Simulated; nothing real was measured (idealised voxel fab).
process module | voxel transistor to metal
cross-section cut | 165 nm wide | cells 5 nm
A cross-section is a grid of square cells, given in bands from the top down. A band is one or more rows of cells.
Each band's line starts with the height of the band's top and of its bottom, in nm. Then come its materials from left to right, each with its width in nm. One material with "throughout" fills the band from edge to edge. "air" is empty space.
Height 0 is the level under which the wafer as received is all one material. The lowest band goes on downwards, as in "0 down".
A width such as "30 to 40" changes by the same amount from each row of cells to the next, from the band's top row to its bottom row.
"no change" after a step means that no cell of the cross-section changed.
closed voids: empty space of 8 cells or more with no open way to the top, each as width x height at its distance from the left edge, in nm
after a step's settings: what the simulator itself notes on the step
overlay nm, on a step with a mask: how far to the right of its planned place the mask lay; to the left if negative
plan
1 op RECEIVE | material Si
2 op OXIDIZE | depth nm 5
3 op CONFORMAL_DEP | material SiN | thk nm 15
4 op MASKED_ETCH | tone cover | mask id ACTIVE | width nm 105 | etch materials SiN | depth nm 15 | overlay nm 0
5 op MASKED_ETCH | tone cover | mask id ACTIVE | width nm 105 | etch materials SiO2 | depth nm 5 | overlay nm 0
6 op MASKED_ETCH | tone cover | mask id ACTIVE | width nm 105 | etch materials Si | depth nm 35 | overlay nm 0
7 op FILL_DEP | material SiO2 | thk nm 10
8 op CMP | height nm 15
9 op SELECTIVE_ETCH | etch materials SiO2 | depth nm 15
10 op STRIP | etch materials SiN
11 op SELECTIVE_ETCH | etch materials SiO2 | depth nm 5
12 op OXIDIZE | depth nm 5
13 op DIRECTIONAL_DEP | material polySi | thk nm 20
14 op DIRECTIONAL_DEP | material SiCN | thk nm 15
15 op PATTERN | tone cover | mask id GATE | material resist | width nm 15 | thk nm 15 | overlay nm 0
16 op DIRECTIONAL_ETCH | etch materials SiCN | depth nm 25
17 op DIRECTIONAL_ETCH | etch materials polySi | depth nm 30
18 op STRIP | etch materials resist
19 op CONFORMAL_DEP | material SiN | thk nm 5
20 op DIRECTIONAL_ETCH | etch materials SiN | depth nm 5
21 op DIRECTIONAL_ETCH | etch materials SiO2 | depth nm 5
22 op DIRECTIONAL_ETCH | etch materials Si | depth nm 15
23 op EPI | material SiGe | thk nm 15
24 op FILL_DEP | material SiO2 | thk nm 5
25 op CMP | height nm 30
26 op DIRECTIONAL_DEP | material SiO2 | thk nm 10
27 op DIRECTIONAL_DEP | material aC | thk nm 10
28 op PATTERN | tone open | mask id CONTACT | material resist | width nm 20 | pitch nm 75 | thk nm 25 | overlay nm 0
29 op DIRECTIONAL_ETCH | etch materials aC | depth nm 10
30 op STRIP | etch materials resist
31 op DIRECTIONAL_ETCH | etch materials SiO2 | depth nm 50
32 op STRIP | etch materials aC
33 op CONFORMAL_DEP | material TiN | thk nm 5
34 op FILL_DEP | material Ru | thk nm 5
35 op CMP | height nm 40
36 op DIRECTIONAL_DEP | material TiN | thk nm 5
37 op DIRECTIONAL_DEP | material Ru | thk nm 25
38 op PATTERN | tone cover | mask id METAL_1 | material resist | width nm 20 | pitch nm 75 | thk nm 15 | overlay nm 0
39 op DIRECTIONAL_ETCH | etch materials Ru | depth nm 25
40 op DIRECTIONAL_ETCH | etch materials TiN | depth nm 5
41 op STRIP | etch materials resist
42 op CONFORMAL_DEP | material SiCN | thk nm 5
43 op FILL_DEP | material SiO2 | thk nm 10
44 op CMP | height nm 70
45 op CONFORMAL_DEP | material SiN | thk nm 5
first wafer, as planned
as received, after step 1
  0 down: Si throughout
  closed voids: none
after step 2
  0 to -5: SiO2 throughout
  below -5: unchanged
after step 3
  15 to 0: SiN throughout
  below 0: unchanged
after step 4
  15 to 0: air 30 | SiN 105 | air 30
  below 0: unchanged
after step 5
  15 to 0: air 30 | SiN 105 | air 30
  0 to -5: air 30 | SiO2 105 | air 30
  below -5: unchanged
after step 6
  15 to 0: air 30 | SiN 105 | air 30
  0 to -5: air 30 | SiO2 105 | air 30
  -5 to -40: air 30 | Si 105 | air 30
  below -40: unchanged
after step 7
  25 to 15: SiO2 throughout
  15 to 0: SiO2 30 | SiN 105 | SiO2 30
  0 to -5: SiO2 throughout
  -5 to -40: SiO2 30 | Si 105 | SiO2 30
  below -40: unchanged
after step 8
  15 to 0: SiO2 30 | SiN 105 | SiO2 30
  below 0: unchanged
after step 9
  15 to 0: air 30 | SiN 105 | air 30
  below 0: unchanged
after step 10
  0 to -5: SiO2 throughout
  below -5: unchanged
after step 11
  -5 to -40: SiO2 30 | Si 105 | SiO2 30
  below -40: unchanged
after step 12
  -5 to -10: SiO2 throughout
  below -10: unchanged
after step 13
  15 to -5: polySi throughout
  below -5: unchanged
after step 14
  30 to 15: SiCN throughout
  below 15: unchanged
after step 15
  45 to 30: air 75 | resist 15 | air 75
  below 30: unchanged
after step 16
  45 to 30: air 75 | resist 15 | air 75
  30 to 15: air 75 | SiCN 15 | air 75
  below 15: unchanged
after step 17
  45 to 30: air 75 | resist 15 | air 75
  30 to 15: air 75 | SiCN 15 | air 75
  15 to -5: air 75 | polySi 15 | air 75
  below -5: unchanged
after step 18
  30 to 15: air 75 | SiCN 15 | air 75
  below 15: unchanged
after step 19
  35 to 30: air 70 | SiN 25 | air 70
  30 to 15: air 70 | SiN 5 | SiCN 15 | SiN 5 | air 70
  15 to 0: air 70 | SiN 5 | polySi 15 | SiN 5 | air 70
  0 to -5: SiN 75 | polySi 15 | SiN 75
  below -5: unchanged
after step 20
  30 to 15: air 70 | SiN 5 | SiCN 15 | SiN 5 | air 70
  15 to -5: air 70 | SiN 5 | polySi 15 | SiN 5 | air 70
  below -5: unchanged
after step 21
  30 to 15: air 70 | SiN 5 | SiCN 15 | SiN 5 | air 70
  15 to -5: air 70 | SiN 5 | polySi 15 | SiN 5 | air 70
  -5 to -10: air 70 | SiO2 25 | air 70
  below -10: unchanged
after step 22
  30 to 15: air 70 | SiN 5 | SiCN 15 | SiN 5 | air 70
  15 to -5: air 70 | SiN 5 | polySi 15 | SiN 5 | air 70
  -5 to -10: air 70 | SiO2 25 | air 70
  -10 to -25: SiO2 30 | air 40 | Si 25 | air 40 | SiO2 30
  below -25: unchanged
after step 23
  30 to 15: air 70 | SiN 5 | SiCN 15 | SiN 5 | air 70
  15 to 5: air 70 | SiN 5 | polySi 15 | SiN 5 | air 70
  5 to -5: air 55 | SiGe 15 | SiN 5 | polySi 15 | SiN 5 | SiGe 15 | air 55
  -5 to -10: air 55 | SiGe 15 | SiO2 25 | SiGe 15 | air 55
  -10 to -25: SiO2 30 | SiGe 40 | Si 25 | SiGe 40 | SiO2 30
  below -25: unchanged
after step 24
  35 to 30: SiO2 throughout
  30 to 15: SiO2 70 | SiN 5 | SiCN 15 | SiN 5 | SiO2 70
  15 to 5: SiO2 70 | SiN 5 | polySi 15 | SiN 5 | SiO2 70
  5 to -5: SiO2 55 | SiGe 15 | SiN 5 | polySi 15 | SiN 5 | SiGe 15 | SiO2 55
  -5 to -10: SiO2 55 | SiGe 15 | SiO2 25 | SiGe 15 | SiO2 55
  below -10: unchanged
after step 25
  30 to 15: SiO2 70 | SiN 5 | SiCN 15 | SiN 5 | SiO2 70
  below 15: unchanged
after step 26
  40 to 30: SiO2 throughout
  below 30: unchanged
after step 27
  50 to 40: aC throughout
  below 40: unchanged
after step 28
  75 to 50: resist 35 | air 20 | resist 55 | air 20 | resist 35
  below 50: unchanged
after step 29
  65 to 50: resist 35 | air 20 | resist 55 | air 20 | resist 35
  50 to 40: aC 35 | air 20 | aC 55 | air 20 | aC 35
  below 40: unchanged
after step 30
  50 to 40: aC 35 | air 20 | aC 55 | air 20 | aC 35
  below 40: unchanged
after step 31
  50 to 40: aC 35 | air 20 | aC 55 | air 20 | aC 35
  40 to 30: SiO2 35 | air 20 | SiO2 55 | air 20 | SiO2 35
  30 to 15: SiO2 35 | air 20 | SiO2 15 | SiN 5 | SiCN 15 | SiN 5 | SiO2 15 | air 20 | SiO2 35
  15 to 5: SiO2 35 | air 20 | SiO2 15 | SiN 5 | polySi 15 | SiN 5 | SiO2 15 | air 20 | SiO2 35
  5 to -5: SiO2 35 | air 20 | SiGe 15 | SiN 5 | polySi 15 | SiN 5 | SiGe 15 | air 20 | SiO2 35
  -5 to -10: SiO2 35 | air 20 | SiGe 15 | SiO2 25 | SiGe 15 | air 20 | SiO2 35
  below -10: unchanged
after step 32
  40 to 30: SiO2 35 | air 20 | SiO2 55 | air 20 | SiO2 35
  below 30: unchanged
after step 33
  45 to 40: TiN 40 | air 10 | TiN 65 | air 10 | TiN 40
  40 to 30: SiO2 35 | TiN 5 | air 10 | TiN 5 | SiO2 55 | TiN 5 | air 10 | TiN 5 | SiO2 35
  30 to 15: SiO2 35 | TiN 5 | air 10 | TiN 5 | SiO2 15 | SiN 5 | SiCN 15 | SiN 5 | SiO2 15 | TiN 5 | air 10 | TiN 5 | SiO2 35
  15 to 5: SiO2 35 | TiN 5 | air 10 | TiN 5 | SiO2 15 | SiN 5 | polySi 15 | SiN 5 | SiO2 15 | TiN 5 | air 10 | TiN 5 | SiO2 35
  5 to -5: SiO2 35 | TiN 5 | air 10 | TiN 5 | SiGe 15 | SiN 5 | polySi 15 | SiN 5 | SiGe 15 | TiN 5 | air 10 | TiN 5 | SiO2 35
  -5 to -10: SiO2 35 | TiN 20 | SiGe 15 | SiO2 25 | SiGe 15 | TiN 20 | SiO2 35
  below -10: unchanged
after step 34
  50 to 45: Ru throughout
  45 to 40: TiN 40 | Ru 10 | TiN 65 | Ru 10 | TiN 40
  40 to 30: SiO2 35 | TiN 5 | Ru 10 | TiN 5 | SiO2 55 | TiN 5 | Ru 10 | TiN 5 | SiO2 35
  30 to 15: SiO2 35 | TiN 5 | Ru 10 | TiN 5 | SiO2 15 | SiN 5 | SiCN 15 | SiN 5 | SiO2 15 | TiN 5 | Ru 10 | TiN 5 | SiO2 35
  15 to 5: SiO2 35 | TiN 5 | Ru 10 | TiN 5 | SiO2 15 | SiN 5 | polySi 15 | SiN 5 | SiO2 15 | TiN 5 | Ru 10 | TiN 5 | SiO2 35
  5 to -5: SiO2 35 | TiN 5 | Ru 10 | TiN 5 | SiGe 15 | SiN 5 | polySi 15 | SiN 5 | SiGe 15 | TiN 5 | Ru 10 | TiN 5 | SiO2 35
  below -5: unchanged
after step 35
  40 to 30: SiO2 35 | TiN 5 | Ru 10 | TiN 5 | SiO2 55 | TiN 5 | Ru 10 | TiN 5 | SiO2 35
  below 30: unchanged
after step 36
  45 to 40: TiN throughout
  below 40: unchanged
after step 37
  70 to 45: Ru throughout
  below 45: unchanged
after step 38
  85 to 70: air 35 | resist 20 | air 55 | resist 20 | air 35
  below 70: unchanged
after step 39
  85 to 70: air 35 | resist 20 | air 55 | resist 20 | air 35
  70 to 45: air 35 | Ru 20 | air 55 | Ru 20 | air 35
  below 45: unchanged
after step 40
  85 to 70: air 35 | resist 20 | air 55 | resist 20 | air 35
  70 to 45: air 35 | Ru 20 | air 55 | Ru 20 | air 35
  45 to 40: air 35 | TiN 20 | air 55 | TiN 20 | air 35
  below 40: unchanged
after step 41
  70 to 45: air 35 | Ru 20 | air 55 | Ru 20 | air 35
  below 45: unchanged
after step 42
  75 to 70: air 30 | SiCN 30 | air 45 | SiCN 30 | air 30
  70 to 45: air 30 | SiCN 5 | Ru 20 | SiCN 5 | air 45 | SiCN 5 | Ru 20 | SiCN 5 | air 30
  45 to 40: SiCN 35 | TiN 20 | SiCN 55 | TiN 20 | SiCN 35
  below 40: unchanged
after step 43
  85 to 75: SiO2 throughout
  75 to 70: SiO2 30 | SiCN 30 | SiO2 45 | SiCN 30 | SiO2 30
  70 to 45: SiO2 30 | SiCN 5 | Ru 20 | SiCN 5 | SiO2 45 | SiCN 5 | Ru 20 | SiCN 5 | SiO2 30
  below 45: unchanged
after step 44
  70 to 45: SiO2 30 | SiCN 5 | Ru 20 | SiCN 5 | SiO2 45 | SiCN 5 | Ru 20 | SiCN 5 | SiO2 30
  below 45: unchanged
after step 45
  75 to 70: SiN throughout
  below 70: unchanged
second wafer: like start, like plan, one mistake. Through step 14 it matches the first wafer
when step 15 should have ended
  45 to 30: air 65 | resist 15 | air 85
  below 30: unchanged
when step 16 should have ended
  45 to 30: air 65 | resist 15 | air 85
  30 to 15: air 65 | SiCN 15 | air 85
  below 15: unchanged
when step 17 should have ended
  45 to 30: air 65 | resist 15 | air 85
  30 to 15: air 65 | SiCN 15 | air 85
  15 to -5: air 65 | polySi 15 | air 85
  below -5: unchanged
when step 18 should have ended
  30 to 15: air 65 | SiCN 15 | air 85
  below 15: unchanged
when step 19 should have ended
  35 to 30: air 60 | SiN 25 | air 80
  30 to 15: air 60 | SiN 5 | SiCN 15 | SiN 5 | air 80
  15 to 0: air 60 | SiN 5 | polySi 15 | SiN 5 | air 80
  0 to -5: SiN 65 | polySi 15 | SiN 85
  below -5: unchanged
when step 20 should have ended
  30 to 15: air 60 | SiN 5 | SiCN 15 | SiN 5 | air 80
  15 to -5: air 60 | SiN 5 | polySi 15 | SiN 5 | air 80
  below -5: unchanged
when step 21 should have ended
  30 to 15: air 60 | SiN 5 | SiCN 15 | SiN 5 | air 80
  15 to -5: air 60 | SiN 5 | polySi 15 | SiN 5 | air 80
  -5 to -10: air 60 | SiO2 25 | air 80
  below -10: unchanged
when step 22 should have ended
  30 to 15: air 60 | SiN 5 | SiCN 15 | SiN 5 | air 80
  15 to -5: air 60 | SiN 5 | polySi 15 | SiN 5 | air 80
  -5 to -10: air 60 | SiO2 25 | air 80
  -10 to -25: SiO2 30 | air 30 | Si 25 | air 50 | SiO2 30
  below -25: unchanged
when step 23 should have ended
  30 to 15: air 60 | SiN 5 | SiCN 15 | SiN 5 | air 80
  15 to 5: air 60 | SiN 5 | polySi 15 | SiN 5 | air 80
  5 to -5: air 45 | SiGe 15 | SiN 5 | polySi 15 | SiN 5 | SiGe 15 | air 65
  -5 to -10: air 45 | SiGe 15 | SiO2 25 | SiGe 15 | air 65
  -10 to -25: SiO2 30 | SiGe 30 | Si 25 | SiGe 50 | SiO2 30
  below -25: unchanged
when step 24 should have ended
  35 to 30: SiO2 throughout
  30 to 15: SiO2 60 | SiN 5 | SiCN 15 | SiN 5 | SiO2 80
  15 to 5: SiO2 60 | SiN 5 | polySi 15 | SiN 5 | SiO2 80
  5 to -5: SiO2 45 | SiGe 15 | SiN 5 | polySi 15 | SiN 5 | SiGe 15 | SiO2 65
  -5 to -10: SiO2 45 | SiGe 15 | SiO2 25 | SiGe 15 | SiO2 65
  below -10: unchanged
when step 25 should have ended
  30 to 15: SiO2 60 | SiN 5 | SiCN 15 | SiN 5 | SiO2 80
  below 15: unchanged
when step 26 should have ended
  40 to 30: SiO2 throughout
  below 30: unchanged
when step 27 should have ended
  50 to 40: aC throughout
  below 40: unchanged
when step 28 should have ended
  75 to 50: resist 35 | air 20 | resist 55 | air 20 | resist 35
  below 50: unchanged
when step 29 should have ended
  65 to 50: resist 35 | air 20 | resist 55 | air 20 | resist 35
  50 to 40: aC 35 | air 20 | aC 55 | air 20 | aC 35
  below 40: unchanged
when step 30 should have ended
  50 to 40: aC 35 | air 20 | aC 55 | air 20 | aC 35
  below 40: unchanged
when step 31 should have ended
  50 to 40: aC 35 | air 20 | aC 55 | air 20 | aC 35
  40 to 30: SiO2 35 | air 20 | SiO2 55 | air 20 | SiO2 35
  30 to 15: SiO2 35 | air 20 | SiO2 5 | SiN 5 | SiCN 15 | SiN 5 | SiO2 25 | air 20 | SiO2 35
  15 to 5: SiO2 35 | air 20 | SiO2 5 | SiN 5 | polySi 15 | SiN 5 | SiO2 25 | air 20 | SiO2 35
  5 to -5: SiO2 35 | air 10 | SiGe 15 | SiN 5 | polySi 15 | SiN 5 | SiGe 15 | SiO2 10 | air 20 | SiO2 35
  -5 to -10: SiO2 35 | air 10 | SiGe 15 | SiO2 25 | SiGe 15 | SiO2 10 | air 20 | SiO2 35
  below -10: unchanged
when step 32 should have ended
  40 to 30: SiO2 35 | air 20 | SiO2 55 | air 20 | SiO2 35
  below 30: unchanged
when step 33 should have ended
  45 to 40: TiN 40 | air 10 | TiN 65 | air 10 | TiN 40
  40 to 30: SiO2 35 | TiN 5 | air 10 | TiN 5 | SiO2 55 | TiN 5 | air 10 | TiN 5 | SiO2 35
  30 to 15: SiO2 35 | TiN 5 | air 10 | TiN 5 | SiO2 5 | SiN 5 | SiCN 15 | SiN 5 | SiO2 25 | TiN 5 | air 10 | TiN 5 | SiO2 35
  15 to 10: SiO2 35 | TiN 5 | air 10 | TiN 5 | SiO2 5 | SiN 5 | polySi 15 | SiN 5 | SiO2 25 | TiN 5 | air 10 | TiN 5 | SiO2 35
  10 to 5: SiO2 35 | TiN 20 | SiO2 5 | SiN 5 | polySi 15 | SiN 5 | SiO2 25 | TiN 5 | air 10 | TiN 5 | SiO2 35
  5 to -5: SiO2 35 | TiN 10 | SiGe 15 | SiN 5 | polySi 15 | SiN 5 | SiGe 15 | SiO2 10 | TiN 5 | air 10 | TiN 5 | SiO2 35
  -5 to -10: SiO2 35 | TiN 10 | SiGe 15 | SiO2 25 | SiGe 15 | SiO2 10 | TiN 20 | SiO2 35
  below -10: unchanged
when step 34 should have ended
  50 to 45: Ru throughout
  45 to 40: TiN 40 | Ru 10 | TiN 65 | Ru 10 | TiN 40
  40 to 30: SiO2 35 | TiN 5 | Ru 10 | TiN 5 | SiO2 55 | TiN 5 | Ru 10 | TiN 5 | SiO2 35
  30 to 15: SiO2 35 | TiN 5 | Ru 10 | TiN 5 | SiO2 5 | SiN 5 | SiCN 15 | SiN 5 | SiO2 25 | TiN 5 | Ru 10 | TiN 5 | SiO2 35
  15 to 10: SiO2 35 | TiN 5 | Ru 10 | TiN 5 | SiO2 5 | SiN 5 | polySi 15 | SiN 5 | SiO2 25 | TiN 5 | Ru 10 | TiN 5 | SiO2 35
  10 to 5: SiO2 35 | TiN 20 | SiO2 5 | SiN 5 | polySi 15 | SiN 5 | SiO2 25 | TiN 5 | Ru 10 | TiN 5 | SiO2 35
  5 to -5: SiO2 35 | TiN 10 | SiGe 15 | SiN 5 | polySi 15 | SiN 5 | SiGe 15 | SiO2 10 | TiN 5 | Ru 10 | TiN 5 | SiO2 35
  below -5: unchanged
when step 35 should have ended
  40 to 30: SiO2 35 | TiN 5 | Ru 10 | TiN 5 | SiO2 55 | TiN 5 | Ru 10 | TiN 5 | SiO2 35
  below 30: unchanged
when step 36 should have ended
  45 to 40: TiN throughout
  below 40: unchanged
when step 37 should have ended
  70 to 45: Ru throughout
  below 45: unchanged
when step 38 should have ended
  85 to 70: air 35 | resist 20 | air 55 | resist 20 | air 35
  below 70: unchanged
when step 39 should have ended
  85 to 70: air 35 | resist 20 | air 55 | resist 20 | air 35
  70 to 45: air 35 | Ru 20 | air 55 | Ru 20 | air 35
  below 45: unchanged
when step 40 should have ended
  85 to 70: air 35 | resist 20 | air 55 | resist 20 | air 35
  70 to 45: air 35 | Ru 20 | air 55 | Ru 20 | air 35
  45 to 40: air 35 | TiN 20 | air 55 | TiN 20 | air 35
  below 40: unchanged
when step 41 should have ended
  70 to 45: air 35 | Ru 20 | air 55 | Ru 20 | air 35
  below 45: unchanged
when step 42 should have ended
  75 to 70: air 30 | SiCN 30 | air 45 | SiCN 30 | air 30
  70 to 45: air 30 | SiCN 5 | Ru 20 | SiCN 5 | air 45 | SiCN 5 | Ru 20 | SiCN 5 | air 30
  45 to 40: SiCN 35 | TiN 20 | SiCN 55 | TiN 20 | SiCN 35
  below 40: unchanged
when step 43 should have ended
  85 to 75: SiO2 throughout
  75 to 70: SiO2 30 | SiCN 30 | SiO2 45 | SiCN 30 | SiO2 30
  70 to 45: SiO2 30 | SiCN 5 | Ru 20 | SiCN 5 | SiO2 45 | SiCN 5 | Ru 20 | SiCN 5 | SiO2 30
  below 45: unchanged
when step 44 should have ended
  70 to 45: SiO2 30 | SiCN 5 | Ru 20 | SiCN 5 | SiO2 45 | SiCN 5 | Ru 20 | SiCN 5 | SiO2 30
  below 45: unchanged
when step 45 should have ended
  75 to 70: SiN throughout
  below 70: unchanged
what went wrong: step 15 ran as: op PATTERN | tone cover | mask id GATE | material resist | width nm 15 | thk nm 15 | overlay nm -10
at the end the second wafer has, in cells: 6 fewer of Ru | 6 more of SiO2
